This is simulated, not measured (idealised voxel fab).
You're looking at the process module voxel air gaps.
Xsec cut, 280 nm wide, square cell size 5 nm.
Cross-section spec: square-cell grid; bands listed top down; each band is one or more rows. For a band, the entry starts with two heights in nm, that of the top and then that of the bottom, and carries on with the band's materials in order from left to right, each alongside its width in nm; the word "all across" beside a single material means it fills the band edge to edge, and "empty" means empty space. Height 0 is the level under which the wafer as received is all one material. The lowest band goes on downwards, as in "0 -> down". A width such as "30 to 40" changes by the same amount from each row of cells to the next, from the band's top row to its bottom row. "remained the same" -> step changed no cross-section cell. What "Completely enclosed voids" gives you is every empty space of 8 cells or more that is cut off from the top. Each appears as width x height at distance, with the distance taken from the left edge and width, height and distance all in nm. Read whatever lies past the settings on a step's line as the simulator's own remark about the step. You can add "overlay nm" to a step's line. For a step with a mask, it describes how far the mask lay to the right of its planned position, and a negative number describes a lay to the left.

### Steps planned for the process
1 RECEIVE,material Si
2 CONFORMAL_DEP,material SiO2,thk nm 15
3 CONFORMAL_DEP,material SiCN,thk nm 5
4 DIRECTIONAL_DEP,material lowk,thk nm 30
5 DIRECTIONAL_DEP,material aC,thk nm 15
6 PATTERN,tone open,mask id LINES,material resist,width nm 20,pitch nm 50,thk nm 30,overlay nm 0
7 DIRECTIONAL_ETCH,etch materials aC,depth nm 15
8 STRIP,etch materials resist
9 DIRECTIONAL_ETCH,etch materials lowk,depth nm 30
10 STRIP,etch materials aC
11 CONFORMAL_DEP,material TiN,thk nm 5
12 FILL_DEP,material Cu,thk nm 5
13 CMP,height nm 50
14 EPI,material Ru,thk nm 10
15 SELECTIVE_ETCH,etch materials lowk,depth nm 40
16 CONFORMAL_DEP,material SiCN,thk nm 5

### Here's what the wafer looked like in cross-section when it arrived - that's after step 1
0 -> down: Si all across
Completely enclosed voids: none

### Sectioned view, first of two wafers, at the close of the module, processed as intended in the plan
65 -> 60: 40 of empty  200 of SiCN  40 of empty
60 -> 50: 40 of empty  5 of SiCN  40 of Ru  10 of SiCN  40 of Ru  10 of SiCN  40 of Ru  10 of SiCN  40 of Ru  5 of SiCN  40 of empty
50 -> 45: 40 of empty  15 of SiCN  5 of TiN  10 of Cu  5 of TiN  30 of SiCN  5 of TiN  10 of Cu  5 of TiN  30 of SiCN  5 of TiN  10 of Cu  5 of TiN  30 of SiCN  5 of TiN  10 of Cu  5 of TiN  15 of SiCN  40 of empty
45 -> 25: 50 of empty  5 of SiCN  5 of TiN  10 of Cu  5 of TiN  5 of SiCN  20 of empty  5 of SiCN  5 of TiN  10 of Cu  5 of TiN  5 of SiCN  20 of empty  5 of SiCN  5 of TiN  10 of Cu  5 of TiN  5 of SiCN  20 of empty  5 of SiCN  5 of TiN  10 of Cu  5 of TiN  5 of SiCN  50 of empty
25 -> 20: 55 of SiCN  20 of TiN  30 of SiCN  20 of TiN  30 of SiCN  20 of TiN  30 of SiCN  20 of TiN  55 of SiCN
20 -> 15: SiCN all across
15 -> 0: SiO2 all across
0 -> down: Si all across
Completely enclosed voids: 20 x 20 at 80; 20 x 20 at 130; 20 x 20 at 180

### Wafer two cross-section, module end. Start and plan unchanged from wafer one; one mistake made during the run
65 -> 60: 40 of empty  200 of SiCN  40 of empty
60 -> 50: 40 of empty  5 of SiCN  40 of Ru  10 of SiCN  40 of Ru  10 of SiCN  40 of Ru  10 of SiCN  40 of Ru  5 of SiCN  40 of empty
50 -> 25: 40 of empty  5 of SiCN  10 of Ru  5 of TiN  10 of Cu  5 of TiN  10 of Ru  10 of SiCN  10 of Ru  5 of TiN  10 of Cu  5 of TiN  10 of Ru  10 of SiCN  10 of Ru  5 of TiN  10 of Cu  5 of TiN  10 of Ru  10 of SiCN  10 of Ru  5 of TiN  10 of Cu  5 of TiN  10 of Ru  5 of SiCN  40 of empty
25 -> 20: 45 of SiCN  10 of Ru  20 of TiN  10 of Ru  10 of SiCN  10 of Ru  20 of TiN  10 of Ru  10 of SiCN  10 of Ru  20 of TiN  10 of Ru  10 of SiCN  10 of Ru  20 of TiN  10 of Ru  45 of SiCN
20 -> 15: SiCN all across
15 -> 0: SiO2 all across
0 -> down: Si all across
Completely enclosed voids: none
So what did we get wrong on this run? sequence error: steps 14 and 15 interchanged
Bottom line after processing is that, in cells, the second wafer is up or down on some materials versus the first: Ru: 96 more | SiCN: 32 fewer
Long story short, the first wafer ends with 3 closed voids and the second one with 0.
